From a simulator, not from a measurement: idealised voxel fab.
Name of the process module below: voxel transistor to metal
Each square cell in cross-section cut measures 5 nm, and the section as a whole is 290 nm wide.
Just so we're on the same page, the cross-sections are grids of square cells, and they're listed out in bands top to bottom, each band one or more rows deep. For a band, the entry starts with two heights in nm, that of the top and then that of the bottom, and carries on with the band's materials in order from left to right, each alongside its width in nm; the word "everywhere" beside a single material means it fills the band edge to edge, and "blank" means empty space. It should be noted that heights are counted from 0, beneath which the wafer as supplied is of one material throughout, and that the lowest band possesses no lower boundary but continues downward, as written in "0 down". The width entry "30..40" should be interpreted row by row: the top row of cells in the band takes the first number, the bottom row takes the second number, and the change between adjacent rows is uniform throughout. Given "no change" for a step, no cell of the cross-section differs between before and after that step. Under "Closed void listing" you'll find the enclosed gaps, the ones with no way out to the top, that are 8 cells or bigger; each reads width x height at distance, with distance counted from the left edge, everything in nm. It should be noted that, on the line of a given step, the content following the step's settings is a remark produced by the simulator itself with respect to that step. A step line may carry the setting "overlay nm", which, for steps involving a mask, states the distance by which the mask lay to the right of its intended position; negative values denote displacement to the left.
This section lists the process steps that were planned
| 1 | RECEIVE with material Si |
| 2 | OXIDIZE with depth nm 5 |
| 3 | CONFORMAL_DEP with material SiN, thk nm 15 |
| 4 | DIRECTIONAL_DEP with material aC, thk nm 15 |
| 5 | PATTERN with tone cover, mask id ACTIVE, material resist, width nm 105, pitch nm 125, thk nm 30, overlay nm 0 |
| 6 | DIRECTIONAL_ETCH with etch materials aC, depth nm 15 |
| 7 | STRIP with etch materials resist |
| 8 | DIRECTIONAL_ETCH with etch materials SiN, depth nm 15 |
| 9 | DIRECTIONAL_ETCH with etch materials SiO2, depth nm 5 |
| 10 | DIRECTIONAL_ETCH with etch materials Si, depth nm 25 |
| 11 | STRIP with etch materials aC |
| 12 | OXIDIZE with depth nm 5 |
| 13 | FILL_DEP with material SiO2, thk nm 10 |
| 14 | CMP with height nm 15 |
| 15 | SELECTIVE_ETCH with etch materials SiO2, depth nm 15 |
| 16 | STRIP with etch materials SiN |
| 17 | SELECTIVE_ETCH with etch materials SiO2, depth nm 5 |
| 18 | OXIDIZE with depth nm 5 |
| 19 | DIRECTIONAL_DEP with material polySi, thk nm 20 |
| 20 | DIRECTIONAL_DEP with material SiCN, thk nm 10 |
| 21 | MASKED_ETCH with tone cover, mask id GATE, width nm 25, pitch nm 125, etch materials SiCN, depth nm 20, overlay nm 0 |
| 22 | MASKED_ETCH with tone cover, mask id GATE, width nm 25, pitch nm 125, etch materials polySi, depth nm 30, overlay nm 0 |
| 23 | CONFORMAL_DEP with material SiO2, thk nm 5 |
| 24 | DIRECTIONAL_ETCH with etch materials SiO2, depth nm 5 |
| 25 | CONFORMAL_DEP with material SiN, thk nm 10 |
| 26 | DIRECTIONAL_ETCH with etch materials SiN, depth nm 10 |
| 27 | DIRECTIONAL_ETCH with etch materials SiO2, depth nm 5 |
| 28 | DIRECTIONAL_ETCH with etch materials Si, depth nm 15 |
| 29 | EPI with material nSi, thk nm 20 |
| 30 | FILL_DEP with material SiO2, thk nm 10 |
| 31 | CMP with height nm 25 |
| 32 | DIRECTIONAL_DEP with material SiO2, thk nm 15 |
| 33 | MASKED_ETCH with tone open, mask id CONTACT, width nm 20, etch materials SiO2, depth nm 30, overlay nm 0 |
| 34 | CONFORMAL_DEP with material TiN, thk nm 5 |
| 35 | FILL_DEP with material Ru, thk nm 5 |
| 36 | CMP with height nm 40 |
| 37 | CONFORMAL_DEP with material SiCN, thk nm 5 |
| 38 | DIRECTIONAL_DEP with material SiO2, thk nm 25 |
| 39 | DIRECTIONAL_DEP with material aC, thk nm 10 |
| 40 | PATTERN with tone open, mask id METAL_1, material resist, width nm 20, thk nm 30, overlay nm 0 |
| 41 | DIRECTIONAL_ETCH with etch materials aC, depth nm 10 |
| 42 | STRIP with etch materials resist |
| 43 | DIRECTIONAL_ETCH with etch materials SiO2, depth nm 25 |
| 44 | DIRECTIONAL_ETCH with etch materials SiCN, depth nm 5 |
| 45 | STRIP with etch materials aC |
| 46 | CONFORMAL_DEP with material TiN, thk nm 5 |
| 47 | FILL_DEP with material Cu, thk nm 10 |
| 48 | CMP with height nm 70 |
| 49 | CONFORMAL_DEP with material SiCN, thk nm 5 |
| 50 | DIRECTIONAL_DEP with material SiO2, thk nm 25 |
| 51 | PATTERN with tone open, mask id METAL_2, material resist, width nm 20, pitch nm 125, thk nm 20, overlay nm 0 |
| 52 | DIRECTIONAL_ETCH with etch materials SiO2, depth nm 15 |
| 53 | STRIP with etch materials resist |
| 54 | DIRECTIONAL_DEP with material aC, thk nm 15 |
| 55 | PATTERN with tone open, mask id METAL_2_HOLES, material resist, width nm 15, pitch nm 125, thk nm 30, overlay nm 0 |
| 56 | DIRECTIONAL_ETCH with etch materials aC, depth nm 15 |
| 57 | STRIP with etch materials resist |
| 58 | DIRECTIONAL_ETCH with etch materials SiO2, depth nm 10 |
| 59 | DIRECTIONAL_ETCH with etch materials SiCN, depth nm 5 |
| 60 | STRIP with etch materials aC |
| 61 | CONFORMAL_DEP with material TiN, thk nm 5 |
| 62 | FILL_DEP with material Ru, thk nm 10 |
| 63 | CMP with height nm 100 |
| 64 | CONFORMAL_DEP with material SiCN, thk nm 5 |
As received (post step 1): cross-section
- 0 down | Si everywhere
- Closed void listing: none
Cross-sectional view of the first of the two wafers upon completion of the module, processed in accordance with the plan
- 105 to 100 | SiCN everywhere
- 100 to 90 | 35 nm SiO2, then 5 nm TiN, then 10 nm Ru, then 5 nm TiN, then 105 nm SiO2, then 5 nm TiN, then 10 nm Ru, then 5 nm TiN, then 110 nm SiO2
- 90 to 85 | 35 nm SiO2, then 5 nm TiN, then 5 nm Ru, then 10 nm TiN, then 105 nm SiO2, then 5 nm TiN, then 5 nm Ru, then 10 nm TiN, then 110 nm SiO2
- 85 to 75 | 35 nm SiO2, then 5 nm TiN, then 5 nm Ru, then 5 nm TiN, then 110 nm SiO2, then 5 nm TiN, then 5 nm Ru, then 5 nm TiN, then 115 nm SiO2
- 75 to 70 | 35 nm SiCN, then 15 nm TiN, then 110 nm SiCN, then 15 nm TiN, then 115 nm SiCN
- 70 to 45 | 35 nm SiO2, then 5 nm TiN, then 10 nm Cu, then 5 nm TiN, then 55 nm SiO2, then 5 nm TiN, then 10 nm Cu, then 5 nm TiN, then 30 nm SiO2, then 5 nm TiN, then 10 nm Cu, then 5 nm TiN, then 55 nm SiO2, then 5 nm TiN, then 10 nm Cu, then 5 nm TiN, then 35 nm SiO2
- 45 to 40 | 35 nm SiCN, then 20 nm TiN, then 55 nm SiCN, then 20 nm TiN, then 30 nm SiCN, then 20 nm TiN, then 55 nm SiCN, then 20 nm TiN, then 35 nm SiCN
- 40 to 25 | 35 nm SiO2, then 5 nm TiN, then 10 nm Ru, then 5 nm TiN, then 55 nm SiO2, then 5 nm TiN, then 10 nm Ru, then 5 nm TiN, then 30 nm SiO2, then 5 nm TiN, then 10 nm Ru, then 5 nm TiN, then 55 nm SiO2, then 5 nm TiN, then 10 nm Ru, then 5 nm TiN, then 35 nm SiO2
- 25 to 15 | 35 nm SiO2, then 5 nm TiN, then 10 nm Ru, then 5 nm TiN, then 10 nm SiN, then 5 nm SiO2, then 25 nm SiCN, then 5 nm SiO2, then 10 nm SiN, then 5 nm TiN, then 10 nm Ru, then 5 nm TiN, then 30 nm SiO2, then 5 nm TiN, then 10 nm Ru, then 5 nm TiN, then 10 nm SiN, then 5 nm SiO2, then 25 nm SiCN, then 5 nm SiO2, then 10 nm SiN, then 5 nm TiN, then 10 nm Ru, then 5 nm TiN, then 35 nm SiO2
- 15 to 10 | 35 nm SiO2, then 20 nm TiN, then 10 nm SiN, then 5 nm SiO2, then 25 nm polySi, then 5 nm SiO2, then 10 nm SiN, then 20 nm TiN, then 30 nm SiO2, then 20 nm TiN, then 10 nm SiN, then 5 nm SiO2, then 25 nm polySi, then 5 nm SiO2, then 10 nm SiN, then 20 nm TiN, then 35 nm SiO2
- 10 to -5 | 35 nm SiO2, then 20 nm nSi, then 10 nm SiN, then 5 nm SiO2, then 25 nm polySi, then 5 nm SiO2, then 10 nm SiN, then 20 nm nSi, then 30 nm SiO2, then 20 nm nSi, then 10 nm SiN, then 5 nm SiO2, then 25 nm polySi, then 5 nm SiO2, then 10 nm SiN, then 20 nm nSi, then 35 nm SiO2
- -5 to -10 | 30 nm SiO2, then 25 nm nSi, then 55 nm SiO2, then 25 nm nSi, then 20 nm SiO2, then 25 nm nSi, then 55 nm SiO2, then 25 nm nSi, then 30 nm SiO2
- -10 to -25 | 35 nm SiO2, then 20 nm nSi, then 55 nm Si, then 20 nm nSi, then 30 nm SiO2, then 20 nm nSi, then 55 nm Si, then 20 nm nSi, then 35 nm SiO2
- -25 to -35 | 35 nm SiO2, then 95 nm Si, then 30 nm SiO2, then 95 nm Si, then 35 nm SiO2
- -35 down | Si everywhere
- Closed void listing: none
Module end: cross-section of wafer two of two. Same start and process plan as the first wafer. One mistake during execution
- 105 to 100 | SiN everywhere
- 100 to 90 | 35 nm SiO2, then 5 nm TiN, then 10 nm Ru, then 5 nm TiN, then 105 nm SiO2, then 5 nm TiN, then 10 nm Ru, then 5 nm TiN, then 110 nm SiO2
- 90 to 85 | 35 nm SiO2, then 5 nm TiN, then 5 nm Ru, then 10 nm TiN, then 105 nm SiO2, then 5 nm TiN, then 5 nm Ru, then 10 nm TiN, then 110 nm SiO2
- 85 to 75 | 35 nm SiO2, then 5 nm TiN, then 5 nm Ru, then 5 nm TiN, then 110 nm SiO2, then 5 nm TiN, then 5 nm Ru, then 5 nm TiN, then 115 nm SiO2
- 75 to 70 | 35 nm SiCN, then 15 nm TiN, then 110 nm SiCN, then 15 nm TiN, then 115 nm SiCN
- 70 to 45 | 35 nm SiO2, then 5 nm TiN, then 10 nm Cu, then 5 nm TiN, then 55 nm SiO2, then 5 nm TiN, then 10 nm Cu, then 5 nm TiN, then 30 nm SiO2, then 5 nm TiN, then 10 nm Cu, then 5 nm TiN, then 55 nm SiO2, then 5 nm TiN, then 10 nm Cu, then 5 nm TiN, then 35 nm SiO2
- 45 to 40 | 35 nm SiCN, then 20 nm TiN, then 55 nm SiCN, then 20 nm TiN, then 30 nm SiCN, then 20 nm TiN, then 55 nm SiCN, then 20 nm TiN, then 35 nm SiCN
- 40 to 25 | 35 nm SiO2, then 5 nm TiN, then 10 nm Ru, then 5 nm TiN, then 55 nm SiO2, then 5 nm TiN, then 10 nm Ru, then 5 nm TiN, then 30 nm SiO2, then 5 nm TiN, then 10 nm Ru, then 5 nm TiN, then 55 nm SiO2, then 5 nm TiN, then 10 nm Ru, then 5 nm TiN, then 35 nm SiO2
- 25 to 15 | 35 nm SiO2, then 5 nm TiN, then 10 nm Ru, then 5 nm TiN, then 10 nm SiN, then 5 nm SiO2, then 25 nm SiCN, then 5 nm SiO2, then 10 nm SiN, then 5 nm TiN, then 10 nm Ru, then 5 nm TiN, then 30 nm SiO2, then 5 nm TiN, then 10 nm Ru, then 5 nm TiN, then 10 nm SiN, then 5 nm SiO2, then 25 nm SiCN, then 5 nm SiO2, then 10 nm SiN, then 5 nm TiN, then 10 nm Ru, then 5 nm TiN, then 35 nm SiO2
- 15 to 10 | 35 nm SiO2, then 20 nm TiN, then 10 nm SiN, then 5 nm SiO2, then 25 nm polySi, then 5 nm SiO2, then 10 nm SiN, then 20 nm TiN, then 30 nm SiO2, then 20 nm TiN, then 10 nm SiN, then 5 nm SiO2, then 25 nm polySi, then 5 nm SiO2, then 10 nm SiN, then 20 nm TiN, then 35 nm SiO2
- 10 to -5 | 35 nm SiO2, then 20 nm nSi, then 10 nm SiN, then 5 nm SiO2, then 25 nm polySi, then 5 nm SiO2, then 10 nm SiN, then 20 nm nSi, then 30 nm SiO2, then 20 nm nSi, then 10 nm SiN, then 5 nm SiO2, then 25 nm polySi, then 5 nm SiO2, then 10 nm SiN, then 20 nm nSi, then 35 nm SiO2
- -5 to -10 | 30 nm SiO2, then 25 nm nSi, then 55 nm SiO2, then 25 nm nSi, then 20 nm SiO2, then 25 nm nSi, then 55 nm SiO2, then 25 nm nSi, then 30 nm SiO2
- -10 to -25 | 35 nm SiO2, then 20 nm nSi, then 55 nm Si, then 20 nm nSi, then 30 nm SiO2, then 20 nm nSi, then 55 nm Si, then 20 nm nSi, then 35 nm SiO2
- -25 to -35 | 35 nm SiO2, then 95 nm Si, then 30 nm SiO2, then 95 nm Si, then 35 nm SiO2
- -35 down | Si everywhere
- Closed void listing: none
Error vs. plan: step 64: run off-plan, actual operation and settings CONFORMAL_DEP with material SiN, thk nm 5
The second wafer ends with more or fewer cells of some materials than the first, per final count: -58 SiCN; +58 SiN
